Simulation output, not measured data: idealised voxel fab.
process module | voxel ribs on slabs
cross-section cut | 155 nm wide | cells 5 nm
A cross-section is a grid of square cells, given in bands from the top down. A band is one or more rows of cells.
Each band's line starts with the height of the band's top and of its bottom, in nm. Then come its materials from left to right, each with its width in nm. One material with "throughout" fills the band from edge to edge. "air" is empty space.
Height 0 is the level under which the wafer as received is all one material. The lowest band goes on downwards, as in "0 down".
A width such as "30 to 40" changes by the same amount from each row of cells to the next, from the band's top row to its bottom row.
"no change" after a step means that no cell of the cross-section changed.
closed voids: empty space of 8 cells or more with no open way to the top, each as width x height at its distance from the left edge, in nm
after a step's settings: what the simulator itself notes on the step
overlay nm, on a step with a mask: how far to the right of its planned place the mask lay; to the left if negative
plan
1 op RECEIVE | material Si
2 op DIRECTIONAL_DEP | material SiO2 | thk nm 20
3 op DIRECTIONAL_DEP | material polySi | thk nm 25
4 op MASKED_ETCH | tone cover | mask id RIB | width nm 20 | etch materials polySi | depth nm 20 | overlay nm 0
5 op MASKED_ETCH | tone cover | mask id SLAB | width nm 70 | etch materials polySi | depth nm 5 | overlay nm 0
6 op FILL_DEP | material SiO2 | thk nm 20
7 op CMP | height nm 45
8 op DIRECTIONAL_DEP | material TiN | thk nm 10
9 op PATTERN | tone cover | mask id HEATER | material resist | width nm 30 | thk nm 20 | overlay nm 0
10 op DIRECTIONAL_ETCH | etch materials TiN | depth nm 10
11 op STRIP | etch materials resist
12 op CONFORMAL_DEP | material SiO2 | thk nm 5
varied across the wafers: height nm of step 7. The plan shows the first wafer's value. All wafers start alike
first wafer as received, after step 1
  0 down: Si throughout
  closed voids: none
first wafer at the end, after step 12
  60 to 55: air 55 | SiO2 40 | air 60
  55 to 50: air 55 | SiO2 5 | TiN 30 | SiO2 5 | air 60
  50 to 45: SiO2 60 | TiN 30 | SiO2 65
  45 to 25: SiO2 65 | polySi 20 | SiO2 70
  25 to 20: SiO2 40 | polySi 70 | SiO2 45
  20 to 0: SiO2 throughout
  0 down: Si throughout
  closed voids: none
last wafer at the end
  80 to 75: air 55 | SiO2 40 | air 60
  75 to 70: air 55 | SiO2 5 | TiN 30 | SiO2 5 | air 60
  70 to 65: SiO2 60 | TiN 30 | SiO2 65
  65 to 45: SiO2 throughout
  45 to 25: SiO2 65 | polySi 20 | SiO2 70
  25 to 20: SiO2 40 | polySi 70 | SiO2 45
  20 to 0: SiO2 throughout
  0 down: Si throughout
  closed voids: none
each wafer at the end: cells of each material gained (+) or lost (-) since it was received, then its closed voids
height nm 45 | +284 SiO2 | +12 TiN | +30 polySi | closed voids: none
height nm 50 | +315 SiO2 | +12 TiN | +30 polySi | closed voids: none
height nm 55 | +346 SiO2 | +12 TiN | +30 polySi | closed voids: none
height nm 60 | +377 SiO2 | +12 TiN | +30 polySi | closed voids: none
height nm 65 | +408 SiO2 | +12 TiN | +30 polySi | closed voids: none
